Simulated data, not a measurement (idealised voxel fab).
Presented below is a process module, voxel trench capacitor.
The cross-section shown here is cut; it is 190 nm wide and divided into square cells measuring 5 nm on a side.
How to read a cross-section here: the picture is a grid of square cells, written as bands going from the top down, and any band can span one or more rows of cells.
Heights first: top, then bottom, in nm. Then materials, left to right, each with a width in nm. "all across" on a single material: fills the band edge to edge. "air": empty space.
A quick word on heights: they are counted from 0, and under that level the wafer as it came to us is one material throughout. The lowest band is different from the rest in having no bottom; it simply continues downward, written as in "top 0, no bottom".
When a width is written as two numbers, as in "30->40", the first number is the width in the top row of cells of the band and the second is the width in its bottom row, and the width changes by the same amount from each row to the next.
"everything unchanged" means the step left every cell of the cross-section as it was.
What "Closed empty spaces" gives you is every empty space of 8 cells or more that is cut off from the top. Each appears as width x height at distance, with the distance taken from the left edge and width, height and distance all in nm.
On each step's line, the part that comes after the settings is the simulator's own comment on the step.
The optional step-line setting "overlay nm" applies to steps with a mask and quantifies how far to the right of its planned location the mask lay, a negative value indicating leftward placement.

Process steps (planned):
1. RECEIVE,material Si
2. CONFORMAL_DEP,material SiN,thk nm 10
3. DIRECTIONAL_DEP,material aC,thk nm 10
4. PATTERN,tone open,mask id TRENCH,material resist,width nm 30,pitch nm 45,thk nm 30,overlay nm 0
5. DIRECTIONAL_ETCH,etch materials aC,depth nm 10
6. STRIP,etch materials resist
7. DIRECTIONAL_ETCH,etch materials SiN,depth nm 10
8. DIRECTIONAL_ETCH,etch materials Si,depth nm 35
9. STRIP,etch materials aC
10. CONFORMAL_DEP,material Al2O3,thk nm 5
11. CONFORMAL_DEP,material TiN,thk nm 5
12. FILL_DEP,material W,thk nm 5
13. CMP,height nm 10

Of two wafers, the first: run according to plan:

Here's what the wafer looked like in cross-section when it arrived - that's after step 1:
  top 0, no bottom | Si all across
  Closed empty spaces: none

Once step 2 is through, the wafer looks like this in cross-section:
  top 10, bottom 0 | SiN all across
  Below 0 it's all the same as before, nothing changed down there.

Once step 3 is through, the wafer looks like this in cross-section:
  top 20, bottom 10 | aC all across
  Below 10 it's all the same as before, nothing changed down there.

Once step 4 is through, the wafer looks like this in cross-section:
  top 50, bottom 20 | 55 nm resist, 30 nm air, 15 nm resist, 30 nm air, 60 nm resist
  Below 20 it's all the same as before, nothing changed down there.

Once step 5 is through, the wafer looks like this in cross-section:
  top 40, bottom 20 | 55 nm resist, 30 nm air, 15 nm resist, 30 nm air, 60 nm resist
  top 20, bottom 10 | 55 nm aC, 30 nm air, 15 nm aC, 30 nm air, 60 nm aC
  Below 10 it's all the same as before, nothing changed down there.

Once step 6 is through, the wafer looks like this in cross-section:
  top 20, bottom 10 | 55 nm aC, 30 nm air, 15 nm aC, 30 nm air, 60 nm aC
  Below 10 it's all the same as before, nothing changed down there.

Once step 7 is through, the wafer looks like this in cross-section:
  top 20, bottom 10 | 55 nm aC, 30 nm air, 15 nm aC, 30 nm air, 60 nm aC
  top 10, bottom 0 | 55 nm SiN, 30 nm air, 15 nm SiN, 30 nm air, 60 nm SiN
  Below 0 it's all the same as before, nothing changed down there.

Once step 8 is through, the wafer looks like this in cross-section:
  top 20, bottom 10 | 55 nm aC, 30 nm air, 15 nm aC, 30 nm air, 60 nm aC
  top 10, bottom 0 | 55 nm SiN, 30 nm air, 15 nm SiN, 30 nm air, 60 nm SiN
  top 0, bottom -35 | 55 nm Si, 30 nm air, 15 nm Si, 30 nm air, 60 nm Si
  Below -35 it's all the same as before, nothing changed down there.

Once step 9 is through, the wafer looks like this in cross-section:
  top 10, bottom 0 | 55 nm SiN, 30 nm air, 15 nm SiN, 30 nm air, 60 nm SiN
  Below 0 it's all the same as before, nothing changed down there.

Once step 10 is through, the wafer looks like this in cross-section:
  top 15, bottom 10 | 60 nm Al2O3, 20 nm air, 25 nm Al2O3, 20 nm air, 65 nm Al2O3
  top 10, bottom 0 | 55 nm SiN, 5 nm Al2O3, 20 nm air, 5 nm Al2O3, 15 nm SiN, 5 nm Al2O3, 20 nm air, 5 nm Al2O3, 60 nm SiN
  top 0, bottom -30 | 55 nm Si, 5 nm Al2O3, 20 nm air, 5 nm Al2O3, 15 nm Si, 5 nm Al2O3, 20 nm air, 5 nm Al2O3, 60 nm Si
  top -30, bottom -35 | 55 nm Si, 30 nm Al2O3, 15 nm Si, 30 nm Al2O3, 60 nm Si
  Below -35 it's all the same as before, nothing changed down there.

Once step 11 is through, the wafer looks like this in cross-section:
  top 20, bottom 15 | 65 nm TiN, 10 nm air, 35 nm TiN, 10 nm air, 70 nm TiN
  top 15, bottom 10 | 60 nm Al2O3, 5 nm TiN, 10 nm air, 5 nm TiN, 25 nm Al2O3, 5 nm TiN, 10 nm air, 5 nm TiN, 65 nm Al2O3
  top 10, bottom 0 | 55 nm SiN, 5 nm Al2O3, 5 nm TiN, 10 nm air, 5 nm TiN, 5 nm Al2O3, 15 nm SiN, 5 nm Al2O3, 5 nm TiN, 10 nm air, 5 nm TiN, 5 nm Al2O3, 60 nm SiN
  top 0, bottom -25 | 55 nm Si, 5 nm Al2O3, 5 nm TiN, 10 nm air, 5 nm TiN, 5 nm Al2O3, 15 nm Si, 5 nm Al2O3, 5 nm TiN, 10 nm air, 5 nm TiN, 5 nm Al2O3, 60 nm Si
  top -25, bottom -30 | 55 nm Si, 5 nm Al2O3, 20 nm TiN, 5 nm Al2O3, 15 nm Si, 5 nm Al2O3, 20 nm TiN, 5 nm Al2O3, 60 nm Si
  Below -30 it's all the same as before, nothing changed down there.

Once step 12 is through, the wafer looks like this in cross-section:
  top 25, bottom 20 | W all across
  top 20, bottom 15 | 65 nm TiN, 10 nm W, 35 nm TiN, 10 nm W, 70 nm TiN
  top 15, bottom 10 | 60 nm Al2O3, 5 nm TiN, 10 nm W, 5 nm TiN, 25 nm Al2O3, 5 nm TiN, 10 nm W, 5 nm TiN, 65 nm Al2O3
  top 10, bottom 0 | 55 nm SiN, 5 nm Al2O3, 5 nm TiN, 10 nm W, 5 nm TiN, 5 nm Al2O3, 15 nm SiN, 5 nm Al2O3, 5 nm TiN, 10 nm W, 5 nm TiN, 5 nm Al2O3, 60 nm SiN
  top 0, bottom -25 | 55 nm Si, 5 nm Al2O3, 5 nm TiN, 10 nm W, 5 nm TiN, 5 nm Al2O3, 15 nm Si, 5 nm Al2O3, 5 nm TiN, 10 nm W, 5 nm TiN, 5 nm Al2O3, 60 nm Si
  Below -25 it's all the same as before, nothing changed down there.

Once step 13 is through, the wafer looks like this in cross-section:
  top 10, bottom 0 | 55 nm SiN, 5 nm Al2O3, 5 nm TiN, 10 nm W, 5 nm TiN, 5 nm Al2O3, 15 nm SiN, 5 nm Al2O3, 5 nm TiN, 10 nm W, 5 nm TiN, 5 nm Al2O3, 60 nm SiN
  Below 0 it's all the same as before, nothing changed down there.

Here the second wafer is described. Its start and its plan were those of the first wafer. Its run contained one mistake. Up to and including step 7, it did exactly what the first wafer did:

Cross-sectional representation of the second wafer at the time designated in the plan for the completion of step 8:
  top 20, bottom 10 | 55 nm aC, 30 nm air, 15 nm aC, 30 nm air, 60 nm aC
  top 10, bottom 0 | 55 nm SiN, 30 nm air, 15 nm SiN, 30 nm air, 60 nm SiN
  top 0, bottom -25 | 55 nm Si, 30 nm air, 15 nm Si, 30 nm air, 60 nm Si
  Below -25 it's all the same as before, nothing changed down there.

Cross-sectional representation of the second wafer at the time designated in the plan for the completion of step 9:
  top 10, bottom 0 | 55 nm SiN, 30 nm air, 15 nm SiN, 30 nm air, 60 nm SiN
  Below 0 it's all the same as before, nothing changed down there.

Cross-sectional representation of the second wafer at the time designated in the plan for the completion of step 10:
  top 15, bottom 10 | 60 nm Al2O3, 20 nm air, 25 nm Al2O3, 20 nm air, 65 nm Al2O3
  top 10, bottom 0 | 55 nm SiN, 5 nm Al2O3, 20 nm air, 5 nm Al2O3, 15 nm SiN, 5 nm Al2O3, 20 nm air, 5 nm Al2O3, 60 nm SiN
  top 0, bottom -20 | 55 nm Si, 5 nm Al2O3, 20 nm air, 5 nm Al2O3, 15 nm Si, 5 nm Al2O3, 20 nm air, 5 nm Al2O3, 60 nm Si
  top -20, bottom -25 | 55 nm Si, 30 nm Al2O3, 15 nm Si, 30 nm Al2O3, 60 nm Si
  Below -25 it's all the same as before, nothing changed down there.

Cross-sectional representation of the second wafer at the time designated in the plan for the completion of step 11:
  top 20, bottom 15 | 65 nm TiN, 10 nm air, 35 nm TiN, 10 nm air, 70 nm TiN
  top 15, bottom 10 | 60 nm Al2O3, 5 nm TiN, 10 nm air, 5 nm TiN, 25 nm Al2O3, 5 nm TiN, 10 nm air, 5 nm TiN, 65 nm Al2O3
  top 10, bottom 0 | 55 nm SiN, 5 nm Al2O3, 5 nm TiN, 10 nm air, 5 nm TiN, 5 nm Al2O3, 15 nm SiN, 5 nm Al2O3, 5 nm TiN, 10 nm air, 5 nm TiN, 5 nm Al2O3, 60 nm SiN
  top 0, bottom -15 | 55 nm Si, 5 nm Al2O3, 5 nm TiN, 10 nm air, 5 nm TiN, 5 nm Al2O3, 15 nm Si, 5 nm Al2O3, 5 nm TiN, 10 nm air, 5 nm TiN, 5 nm Al2O3, 60 nm Si
  top -15, bottom -20 | 55 nm Si, 5 nm Al2O3, 20 nm TiN, 5 nm Al2O3, 15 nm Si, 5 nm Al2O3, 20 nm TiN, 5 nm Al2O3, 60 nm Si
  Below -20 it's all the same as before, nothing changed down there.

Cross-sectional representation of the second wafer at the time designated in the plan for the completion of step 12:
  top 25, bottom 20 | W all across
  top 20, bottom 15 | 65 nm TiN, 10 nm W, 35 nm TiN, 10 nm W, 70 nm TiN
  top 15, bottom 10 | 60 nm Al2O3, 5 nm TiN, 10 nm W, 5 nm TiN, 25 nm Al2O3, 5 nm TiN, 10 nm W, 5 nm TiN, 65 nm Al2O3
  top 10, bottom 0 | 55 nm SiN, 5 nm Al2O3, 5 nm TiN, 10 nm W, 5 nm TiN, 5 nm Al2O3, 15 nm SiN, 5 nm Al2O3, 5 nm TiN, 10 nm W, 5 nm TiN, 5 nm Al2O3, 60 nm SiN
  top 0, bottom -15 | 55 nm Si, 5 nm Al2O3, 5 nm TiN, 10 nm W, 5 nm TiN, 5 nm Al2O3, 15 nm Si, 5 nm Al2O3, 5 nm TiN, 10 nm W, 5 nm TiN, 5 nm Al2O3, 60 nm Si
  Below -15 it's all the same as before, nothing changed down there.

Cross-sectional representation of the second wafer at the time designated in the plan for the completion of step 13:
  top 10, bottom 0 | 55 nm SiN, 5 nm Al2O3, 5 nm TiN, 10 nm W, 5 nm TiN, 5 nm Al2O3, 15 nm SiN, 5 nm Al2O3, 5 nm TiN, 10 nm W, 5 nm TiN, 5 nm Al2O3, 60 nm SiN
  Below 0 it's all the same as before, nothing changed down there.
Misprocessing identified: step 8 was not run as planned; what actually ran was DIRECTIONAL_ETCH,etch materials Si,depth nm 25
Per the end-of-run cell counts, the second wafer holds more or fewer of some materials than the first: Al2O3 -8; Si +24; TiN -8; W -8
